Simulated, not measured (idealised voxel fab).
Process module, titled voxel self aligned contacts
Cross-sectional view cut (width: 210 nm; square cell size: 5 nm).
Notation: cross-section as square-cell grid; stated in bands, top first, going down; one or more cell rows per band.
Top height, bottom height, nm. Materials left to right, width each, nm. Single material + "full width" = fills band edge to edge. "empty" = empty.
Zero point of the height axis is 0; under it, received wafer = one material. Lowest band: continues down indefinitely, "0 -> down".
The notation "30..40" denotes a width that varies across the rows of cells in the band, beginning at the first number in the top row, finishing at the second number in the bottom row, and changing by an identical amount from each row to the next.
Key: "nothing different" - step with no changed cell in the cross-section.
Listed in "Enclosed void inventory": every empty space of 8 or more cells without an open way to the top. Form: width x height at distance, the distance being from the left edge, all in nm.
Whatever follows a step's settings on its line is a remark the simulator itself makes about that step.
overlay nm: how far to the right of its planned place the mask lay on this masked step (negative: to the left).
Structure of the following material. The material consists of pairs of cross-sections. Each pair comprises the cross-section before one process step and the cross-section after that step, the latter shown only down to the lowest band that changed. The step between the cross-sections is specified beneath each pair, including its settings. Pairs are not necessarily consecutive: they may derive from different runs of this module performed on the same starting wafer. Continuity with the pair above is to be assumed only where the entry headed "Structure before processing" of the pair in question states it.

STRUCTURE BEFORE PROCESSING
  70 -> 55 = empty 60, then resist 25, then empty 25, then resist 25, then empty 75
  55 -> 35 = empty 60, then SiN 25, then empty 25, then SiN 25, then empty 75
  35 -> 5 = empty 60, then polySi 25, then empty 25, then polySi 25, then empty 75
  5 -> 0 = SiO2 full width
  0 -> down = Si full width
  Enclosed void inventory: none

POST-STEP CROSS-SECTION
  55 -> 35 = empty 60, then SiN 25, then empty 25, then SiN 25, then empty 75
  Nothing below the height 35 has changed.
  Enclosed void inventory: none
Relating the two cross-sections above, the step in between is STRIP,etch materials resist

Structure before processing: check the pair just above; its after cross-section is our before state.

POST-STEP CROSS-SECTION
  60 -> 35 = empty 55, then SiN 35, then empty 15, then SiN 35, then empty 70
  35 -> 10 = empty 55, then SiN 5, then polySi 25, then SiN 5, then empty 15, then SiN 5, then polySi 25, then SiN 5, then empty 70
  10 -> 5 = SiN 60, then polySi 25, then SiN 25, then polySi 25, then SiN 75
  Nothing below the height 5 has changed.
  Enclosed void inventory: none
Relating the two cross-sections above, the step in between is CONFORMAL_DEP,material SiN,thk nm 5

Structure before processing: check the pair just above; its after cross-section is our before state.

POST-STEP CROSS-SECTION
  55 -> 35 = empty 55, then SiN 35, then empty 15, then SiN 35, then empty 70
  35 -> 5 = empty 55, then SiN 5, then polySi 25, then SiN 5, then empty 15, then SiN 5, then polySi 25, then SiN 5, then empty 70
  Nothing below the height 5 has changed.
  Enclosed void inventory: none
Relating the two cross-sections above, the step in between is DIRECTIONAL_ETCH,etch materials SiN,depth nm 5

Structure before processing: check the pair just above; its after cross-section is our before state.

POST-STEP CROSS-SECTION
  65 -> 55 = SiO2 full width
  55 -> 35 = SiO2 55, then SiN 35, then SiO2 15, then SiN 35, then SiO2 70
  35 -> 5 = SiO2 55, then SiN 5, then polySi 25, then SiN 5, then SiO2 15, then SiN 5, then polySi 25, then SiN 5, then SiO2 70
  Nothing below the height 5 has changed.
  Enclosed void inventory: none
Relating the two cross-sections above, the step in between is FILL_DEP,material SiO2,thk nm 10

Structure before processing: check the pair just above; its after cross-section is our before state.

POST-STEP CROSS-SECTION
  60 -> 55 = SiO2 full width
  Nothing below the height 55 has changed.
  Enclosed void inventory: none
Relating the two cross-sections above, the step in between is CMP,height nm 60

Structure before processing: check the pair just above; its after cross-section is our before state.

POST-STEP CROSS-SECTION
  75 -> 60 = resist 85, then empty 35, then resist 90
  Nothing below the height 60 has changed.
  Enclosed void inventory: none
Relating the two cross-sections above, the step in between is PATTERN,tone open,mask id CONTACT,material resist,width nm 35,thk nm 15,overlay nm 0

Structure before processing: check the pair just above; its after cross-section is our before state.

POST-STEP CROSS-SECTION
  75 -> 60 = resist 85, then empty 35, then resist 90
  60 -> 55 = SiO2 85, then empty 35, then SiO2 90
  55 -> 35 = SiO2 55, then SiN 35, then empty 15, then SiN 35, then SiO2 70
  35 -> 5 = SiO2 55, then SiN 5, then polySi 25, then SiN 5, then empty 15, then SiN 5, then polySi 25, then SiN 5, then SiO2 70
  5 -> 0 = SiO2 90, then empty 15, then SiO2 105
  Nothing below the height 0 has changed.
  Enclosed void inventory: none
Relating the two cross-sections above, the step in between is DIRECTIONAL_ETCH,etch materials SiO2,depth nm 60

Structure before processing: check the pair just above; its after cross-section is our before state.

POST-STEP CROSS-SECTION
  60 -> 55 = SiO2 85, then empty 35, then SiO2 90
  Nothing below the height 55 has changed.
  Enclosed void inventory: none
Relating the two cross-sections above, the step in between is STRIP,etch materials resist

Structure before processing: check the pair just above; its after cross-section is our before state.

POST-STEP CROSS-SECTION
  65 -> 60 = TiN 90, then empty 25, then TiN 95
  60 -> 55 = SiO2 85, then TiN 10, then empty 5, then TiN 20, then SiO2 90
  55 -> 35 = SiO2 55, then SiN 35, then TiN 5, then empty 5, then TiN 5, then SiN 35, then SiO2 70
  35 -> 5 = SiO2 55, then SiN 5, then polySi 25, then SiN 5, then TiN 5, then empty 5, then TiN 5, then SiN 5, then polySi 25, then SiN 5, then SiO2 70
  5 -> 0 = SiO2 90, then TiN 15, then SiO2 105
  Nothing below the height 0 has changed.
  Enclosed void inventory: none
Relating the two cross-sections above, the step in between is CONFORMAL_DEP,material TiN,thk nm 5

Structure before processing: check the pair just above; its after cross-section is our before state.

POST-STEP CROSS-SECTION
  70 -> 65 = Ru full width
  65 -> 60 = TiN 90, then Ru 25, then TiN 95
  60 -> 55 = SiO2 85, then TiN 10, then Ru 5, then TiN 20, then SiO2 90
  55 -> 35 = SiO2 55, then SiN 35, then TiN 5, then Ru 5, then TiN 5, then SiN 35, then SiO2 70
  35 -> 5 = SiO2 55, then SiN 5, then polySi 25, then SiN 5, then TiN 5, then Ru 5, then TiN 5, then SiN 5, then polySi 25, then SiN 5, then SiO2 70
  Nothing below the height 5 has changed.
  Enclosed void inventory: none
Relating the two cross-sections above, the step in between is FILL_DEP,material Ru,thk nm 5

Structure before processing: check the pair just above; its after cross-section is our before state.

POST-STEP CROSS-SECTION
  60 -> 55 = SiO2 85, then TiN 10, then Ru 5, then TiN 20, then SiO2 90
  Nothing below the height 55 has changed.
  Enclosed void inventory: none
Relating the two cross-sections above, the step in between is CMP,height nm 60

Structure before processing: check the pair just above; its after cross-section is our before state.

POST-STEP CROSS-SECTION
  65 -> 60 = SiN full width
  Nothing below the height 60 has changed.
  Enclosed void inventory: none
Relating the two cross-sections above, the step in between is CONFORMAL_DEP,material SiN,thk nm 5

STRUCTURE BEFORE PROCESSING
  60 -> 55 = SiO2 85, then TiN 15, then Ru 5, then TiN 15, then SiO2 90
  55 -> 35 = SiO2 60, then SiN 35, then TiN 5, then Ru 5, then TiN 5, then SiN 35, then SiO2 65
  35 -> 5 = SiO2 60, then SiN 5, then polySi 25, then SiN 5, then TiN 5, then Ru 5, then TiN 5, then SiN 5, then polySi 25, then SiN 5, then SiO2 65
  5 -> 0 = SiO2 95, then TiN 15, then SiO2 100
  0 -> down = Si full width
  Enclosed void inventory: none

POST-STEP CROSS-SECTION
  65 -> 60 = TiN full width
  Nothing below the height 60 has changed.
  Enclosed void inventory: none
Relating the two cross-sections above, the step in between is CONFORMAL_DEP,material TiN,thk nm 5

STRUCTURE BEFORE PROCESSING
  60 -> 55 = SiO2 full width
  55 -> 35 = SiO2 60, then SiN 35, then SiO2 15, then SiN 35, then SiO2 65
  35 -> 5 = SiO2 60, then SiN 5, then polySi 25, then SiN 5, then SiO2 15, then SiN 5, then polySi 25, then SiN 5, then SiO2 65
  5 -> 0 = SiO2 full width
  0 -> down = Si full width
  Enclosed void inventory: none

POST-STEP CROSS-SECTION
  75 -> 60 = empty 85, then resist 35, then empty 90
  Nothing below the height 60 has changed.
  Enclosed void inventory: none
Relating the two cross-sections above, the step in between is PATTERN,tone cover,mask id CONTACT,material resist,width nm 35,thk nm 15,overlay nm 0

Structure before processing: check the pair just above; its after cross-section is our before state.

POST-STEP CROSS-SECTION
  75 -> 60 = empty 85, then resist 35, then empty 90
  60 -> 55 = empty 85, then SiO2 35, then empty 90
  55 -> 35 = empty 60, then SiN 35, then SiO2 15, then SiN 35, then empty 65
  35 -> 5 = empty 60, then SiN 5, then polySi 25, then SiN 5, then SiO2 15, then SiN 5, then polySi 25, then SiN 5, then empty 65
  5 -> 0 = empty 60, then SiO2 85, then empty 65
  Nothing below the height 0 has changed.
  Enclosed void inventory: none
Relating the two cross-sections above, the step in between is DIRECTIONAL_ETCH,etch materials SiO2,depth nm 60

Structure before processing: check the pair just above; its after cross-section is our before state.

POST-STEP CROSS-SECTION
  60 -> 55 = empty 85, then SiO2 35, then empty 90
  Nothing below the height 55 has changed.
  Enclosed void inventory: none
Relating the two cross-sections above, the step in between is STRIP,etch materials resist

Structure before processing: check the pair just above; its after cross-section is our before state.

POST-STEP CROSS-SECTION
  65 -> 60 = empty 80, then TiN 45, then empty 85
  60 -> 55 = empty 55, then TiN 30, then SiO2 35, then TiN 30, then empty 60
  55 -> 35 = empty 55, then TiN 5, then SiN 35, then SiO2 15, then SiN 35, then TiN 5, then empty 60
  35 -> 5 = empty 55, then TiN 5, then SiN 5, then polySi 25, then SiN 5, then SiO2 15, then SiN 5, then polySi 25, then SiN 5, then TiN 5, then empty 60
  5 -> 0 = TiN 60, then SiO2 85, then TiN 65
  Nothing below the height 0 has changed.
  Enclosed void inventory: none
Relating the two cross-sections above, the step in between is CONFORMAL_DEP,material TiN,thk nm 5

Structure before processing: check the pair just above; its after cross-section is our before state.

POST-STEP CROSS-SECTION
  70 -> 65 = Ru full width
  65 -> 60 = Ru 80, then TiN 45, then Ru 85
  60 -> 55 = Ru 55, then TiN 30, then SiO2 35, then TiN 30, then Ru 60
  55 -> 35 = Ru 55, then TiN 5, then SiN 35, then SiO2 15, then SiN 35, then TiN 5, then Ru 60
  35 -> 5 = Ru 55, then TiN 5, then SiN 5, then polySi 25, then SiN 5, then SiO2 15, then SiN 5, then polySi 25, then SiN 5, then TiN 5, then Ru 60
  Nothing below the height 5 has changed.
  Enclosed void inventory: none
Relating the two cross-sections above, the step in between is FILL_DEP,material Ru,thk nm 5

Structure before processing: check the pair just above; its after cross-section is our before state.

POST-STEP CROSS-SECTION
  60 -> 55 = Ru 55, then TiN 30, then SiO2 35, then TiN 30, then Ru 60
  Nothing below the height 55 has changed.
  Enclosed void inventory: none
Relating the two cross-sections above, the step in between is CMP,height nm 60

Structure before processing: check the pair just above; its after cross-section is our before state.

POST-STEP CROSS-SECTION
  65 -> 60 = SiN full width
  Nothing below the height 60 has changed.
  Enclosed void inventory: none
Relating the two cross-sections above, the step in between is CONFORMAL_DEP,material SiN,thk nm 5
